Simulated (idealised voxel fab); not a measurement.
The following process module bears the name voxel transistor to metal.
Square cell edge 5 nm, section width 205 nm, ID cut.
Notation: cross-section as square-cell grid; stated in bands, top first, going down; one or more cell rows per band.
The entry gives the band's vertical extent as a top height and a bottom height in nm, then its horizontal make-up as materials from left to right, each with a width in nm. "blank" stands for empty space; a single material marked "everywhere" fills the band edge to edge.
Height 0 is the level under which the wafer as received is all one material. The lowest band goes on downwards, as in "0 down".
The notation "30..40" denotes a width that varies across the rows of cells in the band, beginning at the first number in the top row, finishing at the second number in the bottom row, and changing by an identical amount from each row to the next.
No cell of the cross-section changed in a step that is given as "no alterations made".
If an empty space has no open way to the top and is at least 8 cells in size, "Entrapped void list" lists it, written width x height at distance, where distance is measured from the left edge and every value is in nm.
It should be noted that, on the line of a given step, the content following the step's settings is a remark produced by the simulator itself with respect to that step.
A step's line can hold "overlay nm"; with a mask on that step, the setting says how far right of the planned place the mask lay, while a negative setting says it lay to the left.

**Planned step list for the process**
step 1: RECEIVE,material Si
step 2: CONFORMAL_DEP,material SiO2,thk nm 5
step 3: CONFORMAL_DEP,material SiN,thk nm 10
step 4: DIRECTIONAL_DEP,material aC,thk nm 15
step 5: PATTERN,tone cover,mask id ACTIVE,material resist,width nm 110,thk nm 35,overlay nm 0
step 6: DIRECTIONAL_ETCH,etch materials aC,depth nm 15
step 7: STRIP,etch materials resist
step 8: DIRECTIONAL_ETCH,etch materials SiN,depth nm 10
step 9: DIRECTIONAL_ETCH,etch materials SiO2,depth nm 5
step 10: DIRECTIONAL_ETCH,etch materials Si,depth nm 35
step 11: STRIP,etch materials aC
step 12: OXIDIZE,depth nm 5
step 13: FILL_DEP,material SiO2,thk nm 10
step 14: CMP,height nm 15
step 15: SELECTIVE_ETCH,etch materials SiO2,depth nm 10
step 16: STRIP,etch materials SiN
step 17: SELECTIVE_ETCH,etch materials SiO2,depth nm 5
step 18: OXIDIZE,depth nm 5
step 19: DIRECTIONAL_DEP,material polySi,thk nm 25
step 20: DIRECTIONAL_DEP,material SiCN,thk nm 10
step 21: DIRECTIONAL_DEP,material aC,thk nm 10
step 22: PATTERN,tone cover,mask id GATE,material resist,width nm 20,thk nm 25,overlay nm 0
step 23: DIRECTIONAL_ETCH,etch materials aC,depth nm 10
step 24: STRIP,etch materials resist
step 25: DIRECTIONAL_ETCH,etch materials SiCN,depth nm 20
step 26: DIRECTIONAL_ETCH,etch materials polySi,depth nm 35
step 27: STRIP,etch materials aC
step 28: CONFORMAL_DEP,material SiO2,thk nm 5
step 29: DIRECTIONAL_ETCH,etch materials SiO2,depth nm 5
step 30: CONFORMAL_DEP,material SiN,thk nm 10
step 31: DIRECTIONAL_ETCH,etch materials SiN,depth nm 10
step 32: DIRECTIONAL_ETCH,etch materials SiO2,depth nm 5
step 33: EPI,material pSi,thk nm 5
step 34: FILL_DEP,material SiO2,thk nm 10
step 35: CMP,height nm 35
step 36: DIRECTIONAL_DEP,material SiO2,thk nm 15
step 37: MASKED_ETCH,tone open,mask id CONTACT,width nm 30,pitch nm 60,etch materials SiO2,depth nm 50,overlay nm 0
step 38: CONFORMAL_DEP,material TiN,thk nm 5
step 39: FILL_DEP,material Ru,thk nm 5
step 40: CMP,height nm 50
step 41: CONFORMAL_DEP,material SiCN,thk nm 5
step 42: DIRECTIONAL_DEP,material SiO2,thk nm 15
step 43: MASKED_ETCH,tone open,mask id METAL_1,width nm 15,pitch nm 75,etch materials SiO2,depth nm 15,overlay nm 0
step 44: MASKED_ETCH,tone open,mask id METAL_1,width nm 15,pitch nm 75,etch materials SiCN,depth nm 5,overlay nm 0
step 45: CONFORMAL_DEP,material TiN,thk nm 5
step 46: FILL_DEP,material Ru,thk nm 10
step 47: CMP,height nm 70
step 48: CONFORMAL_DEP,material SiCN,thk nm 5
step 49: DIRECTIONAL_DEP,material SiO2,thk nm 30
step 50: PATTERN,tone open,mask id METAL_2,material resist,width nm 15,pitch nm 75,thk nm 15,overlay nm 0
step 51: DIRECTIONAL_ETCH,etch materials SiO2,depth nm 20
step 52: STRIP,etch materials resist
step 53: MASKED_ETCH,tone open,mask id METAL_2_HOLES,width nm 15,pitch nm 75,etch materials SiO2,depth nm 10,overlay nm 0
step 54: MASKED_ETCH,tone open,mask id METAL_2_HOLES,width nm 15,pitch nm 75,etch materials SiCN,depth nm 5,overlay nm 0
step 55: CONFORMAL_DEP,material TiN,thk nm 5
step 56: FILL_DEP,material Ru,thk nm 10
step 57: CMP,height nm 105
step 58: CONFORMAL_DEP,material SiCN,thk nm 5
Keep in mind the plan's value for the width nm of step 43 comes from the first wafer; the wafers don't share that setting, but they do share the same starting point.

**Cross-section of the first incoming wafer of several, state after step 1**
  0 down  Si everywhere
  Entrapped void list: none

**Take a look at the first of several wafers in cross-section: the module is done, and step 58 was its last step**
  110 to 105  SiCN everywhere
  105 to 75  SiO2 (55), then TiN (5), then Ru (5), then TiN (5), then SiO2 (60), then TiN (5), then Ru (5), then TiN (5), then SiO2 (60)
  75 to 70  SiCN (55), then TiN (15), then SiCN (60), then TiN (15), then SiCN (60)
  70 to 55  SiO2 (55), then TiN (5), then Ru (5), then TiN (5), then SiO2 (60), then TiN (5), then Ru (5), then TiN (5), then SiO2 (60)
  55 to 50  SiCN (55), then TiN (15), then SiCN (60), then TiN (15), then SiCN (60)
  50 to 40  SiO2 (55), then TiN (5), then Ru (20), then TiN (5), then SiO2 (30), then TiN (5), then Ru (20), then TiN (5), then SiO2 (60)
  40 to 35  SiO2 (55), then TiN (5), then Ru (10), then TiN (15), then SiO2 (30), then TiN (15), then Ru (10), then TiN (5), then SiO2 (60)
  35 to 25  SiO2 (55), then TiN (5), then Ru (10), then TiN (5), then SiN (10), then SiO2 (5), then SiCN (20), then SiO2 (5), then SiN (10), then TiN (5), then Ru (10), then TiN (5), then SiO2 (60)
  25 to 5  SiO2 (55), then TiN (5), then Ru (10), then TiN (5), then SiN (10), then SiO2 (5), then polySi (20), then SiO2 (5), then SiN (10), then TiN (5), then Ru (10), then TiN (5), then SiO2 (60)
  5 to 0  SiO2 (55), then TiN (20), then SiN (10), then SiO2 (5), then polySi (20), then SiO2 (5), then SiN (10), then TiN (20), then SiO2 (60)
  0 to -5  SiO2 (45), then pSi (30), then SiO2 (50), then pSi (30), then SiO2 (50)
  -5 to -40  SiO2 (50), then Si (100), then SiO2 (55)
  -40 down  Si everywhere
  Entrapped void list: none

**A cross-section through the last wafer at the close of the module**
  110 to 105  SiCN everywhere
  105 to 75  SiO2 (55), then TiN (5), then Ru (5), then TiN (5), then SiO2 (60), then TiN (5), then Ru (5), then TiN (5), then SiO2 (60)
  75 to 70  SiCN (55), then TiN (15), then SiCN (60), then TiN (15), then SiCN (60)
  70 to 60  SiO2 (50), then TiN (5), then Ru (20), then TiN (5), then SiO2 (45), then TiN (5), then Ru (20), then TiN (5), then SiO2 (50)
  60 to 55  SiO2 (50), then TiN (10), then Ru (5), then TiN (15), then SiO2 (45), then TiN (10), then Ru (5), then TiN (15), then SiO2 (50)
  55 to 50  SiCN (55), then TiN (15), then SiCN (60), then TiN (15), then SiCN (60)
  50 to 40  SiO2 (55), then TiN (5), then Ru (20), then TiN (5), then SiO2 (30), then TiN (5), then Ru (20), then TiN (5), then SiO2 (60)
  40 to 35  SiO2 (55), then TiN (5), then Ru (10), then TiN (15), then SiO2 (30), then TiN (15), then Ru (10), then TiN (5), then SiO2 (60)
  35 to 25  SiO2 (55), then TiN (5), then Ru (10), then TiN (5), then SiN (10), then SiO2 (5), then SiCN (20), then SiO2 (5), then SiN (10), then TiN (5), then Ru (10), then TiN (5), then SiO2 (60)
  25 to 5  SiO2 (55), then TiN (5), then Ru (10), then TiN (5), then SiN (10), then SiO2 (5), then polySi (20), then SiO2 (5), then SiN (10), then TiN (5), then Ru (10), then TiN (5), then SiO2 (60)
  5 to 0  SiO2 (55), then TiN (20), then SiN (10), then SiO2 (5), then polySi (20), then SiO2 (5), then SiN (10), then TiN (20), then SiO2 (60)
  0 to -5  SiO2 (45), then pSi (30), then SiO2 (50), then pSi (30), then SiO2 (50)
  -5 to -40  SiO2 (50), then Si (100), then SiO2 (55)
  -40 down  Si everywhere
  Entrapped void list: none

**Note: the following table is arranged by wafer, a row apiece. Each row reports the end-of-module state: per material, cells gained (+) or cells lost (-) compared with the wafer as received; closed voids follow**
width nm 15; +62 Ru; -188 Si; +119 SiCN; +28 SiN; +753 SiO2; +96 TiN; +12 pSi; +20 polySi; Entrapped void list: none
width nm 20; +66 Ru; -188 Si; +119 SiCN; +28 SiN; +747 SiO2; +98 TiN; +12 pSi; +20 polySi; Entrapped void list: none
width nm 25; +70 Ru; -188 Si; +119 SiCN; +28 SiN; +741 SiO2; +100 TiN; +12 pSi; +20 polySi; Entrapped void list: none
width nm 30; +74 Ru; -188 Si; +119 SiCN; +28 SiN; +735 SiO2; +102 TiN; +12 pSi; +20 polySi; Entrapped void list: none
